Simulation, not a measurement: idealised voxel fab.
This section sets out a process module, namely voxel gate over fins.
Cross-section cut: width 240 nm, square cells of 5 nm.
How to read a cross-section here: the picture is a grid of square cells, written as bands going from the top down, and any band can span one or more rows of cells. For a band, the entry starts with two heights in nm, that of the top and then that of the bottom, and carries on with the band's materials in order from left to right, each alongside its width in nm; the word "throughout" beside a single material means it fills the band edge to edge, and "air" means empty space. Note: height 0 marks the level under which the wafer is uniformly one material as received. Lowest band unbounded below, written "0 nm and below". Per-row width for "30 to 40": begins at first number (top row of band), ends at second number (bottom row), increment between rows held constant. When a step is marked "no change occurred", none of the cells in the cross-section changed during that step. Closed empty spaces (no open way to the top) of 8 cells or more are what "Closed void listing" lists, each as width x height at distance from the left edge, nm for all three. Whatever follows a step's settings on its line is a remark the simulator itself makes about that step. overlay nm: how far to the right of its planned place the mask lay on this masked step (negative: to the left).
The process steps that were planned are listed below
1: RECEIVE (material Si)
2: CONFORMAL_DEP (material SiN; thk nm 5)
3: MASKED_ETCH (tone cover; mask id FINS; width nm 15; pitch nm 40; etch materials SiN; depth nm 5; overlay nm -15)
4: MASKED_ETCH (tone cover; mask id FINS; width nm 15; pitch nm 40; etch materials Si; depth nm 40; overlay nm 0)
5: FILL_DEP (material SiO2; thk nm 10)
6: CMP (height nm 5)
7: SELECTIVE_ETCH (etch materials SiO2; depth nm 20)
8: STRIP (etch materials SiN)
9: CONFORMAL_DEP (material HfO2; thk nm 5)
10: CONFORMAL_DEP (material TiN; thk nm 5)
11: CONFORMAL_DEP (material TiAl; thk nm 5)
12: CONFORMAL_DEP (material TiN; thk nm 5)
13: FILL_DEP (material W; thk nm 10)
14: CMP (height nm 25)
15: CONFORMAL_DEP (material SiN; thk nm 5)
Don't read the plan's overlay nm for step 3 as applying to every wafer: that's the first wafer's value, and the wafers differ in it, though they all start identical.
As received, i.e. after step 1: cross-section through the first of several wafers
- 0 nm and below: Si throughout
- Closed void listing: none
First of several wafers, sectioned at end of module (last step: step 15)
- 30 nm to 25 nm: SiN throughout
- 25 nm to 20 nm: W throughout
- 20 nm to 15 nm: W: 15, TiN: 190, W: 35
- 15 nm to 10 nm: W: 15, TiN: 5, TiAl: 180, TiN: 5, W: 35
- 10 nm to 5 nm: W: 15, TiN: 5, TiAl: 5, TiN: 170, TiAl: 5, TiN: 5, W: 35
- 5 nm to 0 nm: TiN: 20, TiAl: 5, TiN: 5, HfO2: 160, TiN: 5, TiAl: 5, TiN: 40
- 0 nm to -5 nm: TiAl: 25, TiN: 5, HfO2: 5, Si: 30, HfO2: 10, Si: 30, HfO2: 10, Si: 30, HfO2: 10, Si: 30, HfO2: 5, TiN: 5, TiAl: 45
- -5 nm to -10 nm: TiN: 30, HfO2: 5, Si: 30, HfO2: 10, Si: 30, HfO2: 10, Si: 30, HfO2: 10, Si: 30, HfO2: 5, TiN: 50
- -10 nm to -15 nm: HfO2: 35, Si: 30, HfO2: 10, Si: 30, HfO2: 10, Si: 30, HfO2: 10, Si: 30, HfO2: 55
- -15 nm to -40 nm: SiO2: 35, Si: 30, SiO2: 10, Si: 30, SiO2: 10, Si: 30, SiO2: 10, Si: 30, SiO2: 55
- -40 nm and below: Si throughout
- Closed void listing: none
Of the several wafers, the last: cross-section at the end of the module
- 30 nm to 25 nm: SiN throughout
- 25 nm to 20 nm: W throughout
- 20 nm to 15 nm: W: 30, TiN: 190, W: 20
- 15 nm to 10 nm: W: 30, TiN: 5, TiAl: 180, TiN: 5, W: 20
- 10 nm to 5 nm: W: 30, TiN: 5, TiAl: 5, TiN: 170, TiAl: 5, TiN: 5, W: 20
- 5 nm to 0 nm: TiN: 35, TiAl: 5, TiN: 5, HfO2: 160, TiN: 5, TiAl: 5, TiN: 25
- 0 nm to -5 nm: TiAl: 40, TiN: 5, HfO2: 5, Si: 30, HfO2: 10, Si: 30, HfO2: 10, Si: 30, HfO2: 10, Si: 30, HfO2: 5, TiN: 5, TiAl: 30
- -5 nm to -10 nm: TiN: 45, HfO2: 5, Si: 30, HfO2: 10, Si: 30, HfO2: 10, Si: 30, HfO2: 10, Si: 30, HfO2: 5, TiN: 35
- -10 nm to -15 nm: HfO2: 50, Si: 30, HfO2: 10, Si: 30, HfO2: 10, Si: 30, HfO2: 10, Si: 30, HfO2: 40
- -15 nm to -40 nm: SiO2: 50, Si: 30, SiO2: 10, Si: 30, SiO2: 10, Si: 30, SiO2: 10, Si: 30, SiO2: 40
- -40 nm and below: Si throughout
- Closed void listing: none
Tabulated below, wafer by wafer, are the end-of-module results: for each material, the number of cells gained (+) or lost (-) relative to the as-received state, followed by the closed voids
overlay nm -15, +72 HfO2, -192 Si, +48 SiN, +120 SiO2, +54 TiAl, +108 TiN, +78 W, Closed void listing: none
overlay nm -10, +72 HfO2, -224 Si, +48 SiN, +140 SiO2, +54 TiAl, +117 TiN, +81 W, Closed void listing: none
overlay nm -5, +72 HfO2, -256 Si, +48 SiN, +160 SiO2, +54 TiAl, +126 TiN, +84 W, Closed void listing: none
overlay nm 0, +72 HfO2, -288 Si, +48 SiN, +180 SiO2, +63 TiAl, +126 TiN, +87 W, Closed void listing: none
overlay nm 5, +72 HfO2, -256 Si, +48 SiN, +160 SiO2, +54 TiAl, +126 TiN, +84 W, Closed void listing: none
overlay nm 10, +72 HfO2, -224 Si, +48 SiN, +140 SiO2, +54 TiAl, +117 TiN, +81 W, Closed void listing: none
overlay nm 15, +72 HfO2, -192 Si, +48 SiN, +120 SiO2, +54 TiAl, +108 TiN, +78 W, Closed void listing: none
